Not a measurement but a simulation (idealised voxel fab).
process module | voxel wiring stack
cross-section cut | 260 nm wide | cells 5 nm
A cross-section is a grid of square cells, given in bands from the top down. A band is one or more rows of cells.
Each band's line starts with the height of the band's top and of its bottom, in nm. Then come its materials from left to right, each with its width in nm. One material with "throughout" fills the band from edge to edge. "air" is empty space.
Height 0 is the level under which the wafer as received is all one material. The lowest band goes on downwards, as in "0 down".
A width such as "30 to 40" changes by the same amount from each row of cells to the next, from the band's top row to its bottom row.
"no change" after a step means that no cell of the cross-section changed.
closed voids: empty space of 8 cells or more with no open way to the top, each as width x height at its distance from the left edge, in nm
after a step's settings: what the simulator itself notes on the step
overlay nm, on a step with a mask: how far to the right of its planned place the mask lay; to the left if negative
plan
1 op RECEIVE | material Si
2 op CONFORMAL_DEP | material SiO2 | thk nm 15
3 op DIRECTIONAL_DEP | material TiN | thk nm 5
4 op DIRECTIONAL_DEP | material W | thk nm 25
5 op MASKED_ETCH | tone cover | mask id METAL_1 | width nm 30 | pitch nm 55 | etch materials W | depth nm 25 | overlay nm 0
6 op MASKED_ETCH | tone cover | mask id METAL_1 | width nm 30 | pitch nm 55 | etch materials TiN | depth nm 5 | overlay nm 0
7 op FILL_DEP | material lowk | thk nm 5
8 op CMP | height nm 45
9 op CONFORMAL_DEP | material SiCN | thk nm 5
10 op DIRECTIONAL_DEP | material lowk | thk nm 10
11 op MASKED_ETCH | tone open | mask id PLUG_1 | width nm 15 | etch materials lowk | depth nm 10 | overlay nm 0
12 op MASKED_ETCH | tone open | mask id PLUG_1 | width nm 15 | etch materials SiCN | depth nm 5 | overlay nm 0
13 op EPI | material Ru | thk nm 10
14 op EPI | material Ru | thk nm 5
15 op DIRECTIONAL_DEP | material TiN | thk nm 5
16 op DIRECTIONAL_DEP | material W | thk nm 15
17 op PATTERN | tone cover | mask id METAL_2 | material resist | width nm 30 | pitch nm 55 | thk nm 15 | overlay nm 0
18 op DIRECTIONAL_ETCH | etch materials W | depth nm 15
19 op DIRECTIONAL_ETCH | etch materials TiN | depth nm 5
20 op STRIP | etch materials resist
21 op FILL_DEP | material lowk | thk nm 10
22 op CMP | height nm 80
23 op CONFORMAL_DEP | material SiCN | thk nm 5
24 op DIRECTIONAL_DEP | material lowk | thk nm 15
25 op PATTERN | tone open | mask id PLUG_2 | material resist | width nm 15 | pitch nm 55 | thk nm 20 | overlay nm 0
26 op DIRECTIONAL_ETCH | etch materials lowk | depth nm 15
27 op DIRECTIONAL_ETCH | etch materials SiCN | depth nm 5
28 op STRIP | etch materials resist
29 op EPI | material Ru | thk nm 10
30 op EPI | material Ru | thk nm 10
31 op CONFORMAL_DEP | material SiCN | thk nm 5
32 op DIRECTIONAL_DEP | material lowk | thk nm 20
33 op DIRECTIONAL_DEP | material aC | thk nm 10
34 op PATTERN | tone open | mask id METAL_3 | material resist | width nm 30 | pitch nm 55 | thk nm 25 | overlay nm 0
35 op DIRECTIONAL_ETCH | etch materials aC | depth nm 10
36 op STRIP | etch materials resist
37 op DIRECTIONAL_ETCH | etch materials lowk | depth nm 20
38 op DIRECTIONAL_ETCH | etch materials SiCN | depth nm 5
39 op STRIP | etch materials aC
40 op CONFORMAL_DEP | material TiN | thk nm 5
41 op FILL_DEP | material Ru | thk nm 10
42 op CMP | height nm 125
43 op CONFORMAL_DEP | material SiCN | thk nm 5
44 op DIRECTIONAL_DEP | material SiO2 | thk nm 10
45 op MASKED_ETCH | tone open | mask id PLUG_3 | width nm 15 | pitch nm 55 | etch materials SiO2 | depth nm 10 | overlay nm 0
46 op MASKED_ETCH | tone open | mask id PLUG_3 | width nm 15 | pitch nm 55 | etch materials SiCN | depth nm 5 | overlay nm 0
47 op CONFORMAL_DEP | material TiN | thk nm 5
48 op FILL_DEP | material W | thk nm 10
49 op CMP | height nm 140
50 op CONFORMAL_DEP | material SiN | thk nm 5
51 op DIRECTIONAL_DEP | material SiO2 | thk nm 20
52 op PATTERN | tone open | mask id METAL_4 | material resist | width nm 30 | pitch nm 55 | thk nm 20 | overlay nm 0
53 op DIRECTIONAL_ETCH | etch materials SiO2 | depth nm 20
54 op DIRECTIONAL_ETCH | etch materials SiN | depth nm 5
55 op STRIP | etch materials resist
56 op CONFORMAL_DEP | material TiN | thk nm 5
57 op FILL_DEP | material Cu | thk nm 10
58 op CMP | height nm 165
59 op EPI | material Ru | thk nm 5
60 op FILL_DEP | material SiCN | thk nm 5
as received, after step 1
  0 down: Si throughout
  closed voids: none
a wafer at the end: this start, this plan, one mistake
  175 to 170: SiCN throughout
  170 to 165: SiCN 80 | Ru 40 | SiCN 15 | Ru 40 | SiCN 85
  165 to 145: SiO2 85 | TiN 5 | Cu 20 | TiN 5 | SiO2 25 | TiN 5 | Cu 20 | TiN 5 | SiO2 90
  145 to 140: SiN 85 | TiN 30 | SiN 25 | TiN 30 | SiN 90
  140 to 130: SiO2 85 | TiN 5 | W 5 | TiN 5 | SiO2 40 | TiN 5 | W 5 | TiN 5 | SiO2 105
  130 to 125: SiCN 85 | TiN 15 | SiCN 40 | TiN 15 | SiCN 105
  125 to 105: lowk 90 | TiN 5 | Ru 10 | TiN 5 | lowk 35 | TiN 5 | Ru 10 | TiN 5 | lowk 95
  105 to 100: SiCN 90 | TiN 20 | SiCN 35 | TiN 20 | SiCN 95
  100 to 85: lowk 85 | Ru 15 | lowk 40 | Ru 15 | lowk 105
  85 to 80: SiCN 85 | Ru 15 | SiCN 40 | Ru 15 | SiCN 105
  80 to 65: lowk 85 | W 30 | lowk 25 | W 30 | lowk 90
  65 to 60: lowk 85 | TiN 30 | lowk 25 | TiN 30 | lowk 90
  60 to 50: lowk 85 | Ru 15 | lowk 160
  50 to 45: SiCN 85 | Ru 15 | SiCN 160
  45 to 20: lowk 85 | W 30 | lowk 25 | W 30 | lowk 90
  20 to 15: lowk 85 | TiN 30 | lowk 25 | TiN 30 | lowk 90
  15 to 0: SiO2 throughout
  0 down: Si throughout
  closed voids: none
what went wrong: step 34 ran as: op PATTERN | tone open | mask id METAL_3 | material resist | width nm 20 | pitch nm 55 | thk nm 25 | overlay nm 0
